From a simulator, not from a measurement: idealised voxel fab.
process module | voxel wiring stack
cross-section cut | 295 nm wide | cells 5 nm
A cross-section is a grid of square cells, given in bands from the top down. A band is one or more rows of cells.
Each band's line starts with the height of the band's top and of its bottom, in nm. Then come its materials from left to right, each with its width in nm. One material with "throughout" fills the band from edge to edge. "air" is empty space.
Height 0 is the level under which the wafer as received is all one material. The lowest band goes on downwards, as in "0 down".
A width such as "30 to 40" changes by the same amount from each row of cells to the next, from the band's top row to its bottom row.
"no change" after a step means that no cell of the cross-section changed.
closed voids: empty space of 8 cells or more with no open way to the top, each as width x height at its distance from the left edge, in nm
after a step's settings: what the simulator itself notes on the step
overlay nm, on a step with a mask: how far to the right of its planned place the mask lay; to the left if negative
plan
1 op RECEIVE | material Si
2 op CONFORMAL_DEP | material SiO2 | thk nm 10
3 op DIRECTIONAL_DEP | material TiN | thk nm 5
4 op DIRECTIONAL_DEP | material Ru | thk nm 25
5 op MASKED_ETCH | tone cover | mask id METAL_1 | width nm 30 | pitch nm 55 | etch materials Ru | depth nm 25 | overlay nm 0
6 op MASKED_ETCH | tone cover | mask id METAL_1 | width nm 30 | pitch nm 55 | etch materials TiN | depth nm 5 | overlay nm -15
7 op FILL_DEP | material SiO2 | thk nm 10
8 op CMP | height nm 40
9 op CONFORMAL_DEP | material SiCN | thk nm 5
10 op DIRECTIONAL_DEP | material lowk | thk nm 20
11 op PATTERN | tone open | mask id PLUG_1 | material resist | width nm 15 | pitch nm 110 | thk nm 20 | overlay nm 0
12 op DIRECTIONAL_ETCH | etch materials lowk | depth nm 20
13 op DIRECTIONAL_ETCH | etch materials SiCN | depth nm 5
14 op STRIP | etch materials resist
15 op EPI | material Ru | thk nm 10
16 op EPI | material Ru | thk nm 10
17 op EPI | material Ru | thk nm 5
18 op DIRECTIONAL_DEP | material TiN | thk nm 5
19 op DIRECTIONAL_DEP | material W | thk nm 20
20 op DIRECTIONAL_DEP | material aC | thk nm 15
21 op PATTERN | tone cover | mask id METAL_2 | material resist | width nm 30 | pitch nm 55 | thk nm 35 | overlay nm 0
22 op DIRECTIONAL_ETCH | etch materials aC | depth nm 15
23 op STRIP | etch materials resist
24 op DIRECTIONAL_ETCH | etch materials W | depth nm 20
25 op DIRECTIONAL_ETCH | etch materials TiN | depth nm 5
26 op STRIP | etch materials aC
27 op FILL_DEP | material SiO2 | thk nm 5
28 op CMP | height nm 90
29 op CONFORMAL_DEP | material SiCN | thk nm 5
varied across the wafers: overlay nm of step 6. The plan shows the first wafer's value. All wafers start alike
first wafer as received, after step 1
  0 down: Si throughout
  closed voids: none
each wafer at the end: cells of each material gained (+) or lost (-) since it was received, then its closed voids
overlay nm -15 | +120 Ru | +112 SiCN | +560 SiO2 | +45 TiN | +72 W | +212 lowk | closed voids: none
overlay nm -10 | +120 Ru | +112 SiCN | +563 SiO2 | +42 TiN | +72 W | +212 lowk | closed voids: none
overlay nm -5 | +120 Ru | +112 SiCN | +566 SiO2 | +39 TiN | +72 W | +212 lowk | closed voids: none
overlay nm 0 | +120 Ru | +112 SiCN | +569 SiO2 | +36 TiN | +72 W | +212 lowk | closed voids: none
overlay nm 5 | +120 Ru | +112 SiCN | +566 SiO2 | +39 TiN | +72 W | +212 lowk | closed voids: none
overlay nm 10 | +120 Ru | +112 SiCN | +563 SiO2 | +42 TiN | +72 W | +212 lowk | closed voids: none
overlay nm 15 | +120 Ru | +112 SiCN | +560 SiO2 | +45 TiN | +72 W | +212 lowk | closed voids: none
